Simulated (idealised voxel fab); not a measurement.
process module | voxel self aligned contacts
cross-section cut | 280 nm wide | cells 5 nm
A cross-section is a grid of square cells, given in bands from the top down. A band is one or more rows of cells.
Each band's line starts with the height of the band's top and of its bottom, in nm. Then come its materials from left to right, each with its width in nm. One material with "throughout" fills the band from edge to edge. "air" is empty space.
Height 0 is the level under which the wafer as received is all one material. The lowest band goes on downwards, as in "0 down".
A width such as "30 to 40" changes by the same amount from each row of cells to the next, from the band's top row to its bottom row.
"no change" after a step means that no cell of the cross-section changed.
closed voids: empty space of 8 cells or more with no open way to the top, each as width x height at its distance from the left edge, in nm
after a step's settings: what the simulator itself notes on the step
overlay nm, on a step with a mask: how far to the right of its planned place the mask lay; to the left if negative
plan
1 op RECEIVE | material Si
2 op CONFORMAL_DEP | material SiO2 | thk nm 5
3 op DIRECTIONAL_DEP | material polySi | thk nm 20
4 op DIRECTIONAL_DEP | material SiN | thk nm 15
5 op PATTERN | tone cover | mask id GATE | material resist | width nm 25 | pitch nm 50 | thk nm 20 | overlay nm 0
6 op DIRECTIONAL_ETCH | etch materials SiN | depth nm 15
7 op DIRECTIONAL_ETCH | etch materials polySi | depth nm 20
8 op STRIP | etch materials resist
9 op CONFORMAL_DEP | material SiN | thk nm 5
10 op DIRECTIONAL_ETCH | etch materials SiN | depth nm 5
11 op FILL_DEP | material SiO2 | thk nm 15
12 op CMP | height nm 45
13 op MASKED_ETCH | tone open | mask id CONTACT | width nm 35 | etch materials SiO2 | depth nm 45 | overlay nm 0
14 op CONFORMAL_DEP | material TiN | thk nm 5
15 op FILL_DEP | material W | thk nm 10
16 op CMP | height nm 45
17 op CONFORMAL_DEP | material SiCN | thk nm 5
as received, after step 1
  0 down: Si throughout
  closed voids: none
a wafer at the end: this start, this plan, one mistake
  50 to 45: SiCN throughout
  45 to 40: SiO2 95 | SiN 35 | TiN 15 | SiN 35 | SiO2 100
  40 to 25: SiN throughout
  25 to 5: polySi throughout
  5 to 0: SiO2 throughout
  0 down: Si throughout
  closed voids: none
what went wrong: step 4 was run twice
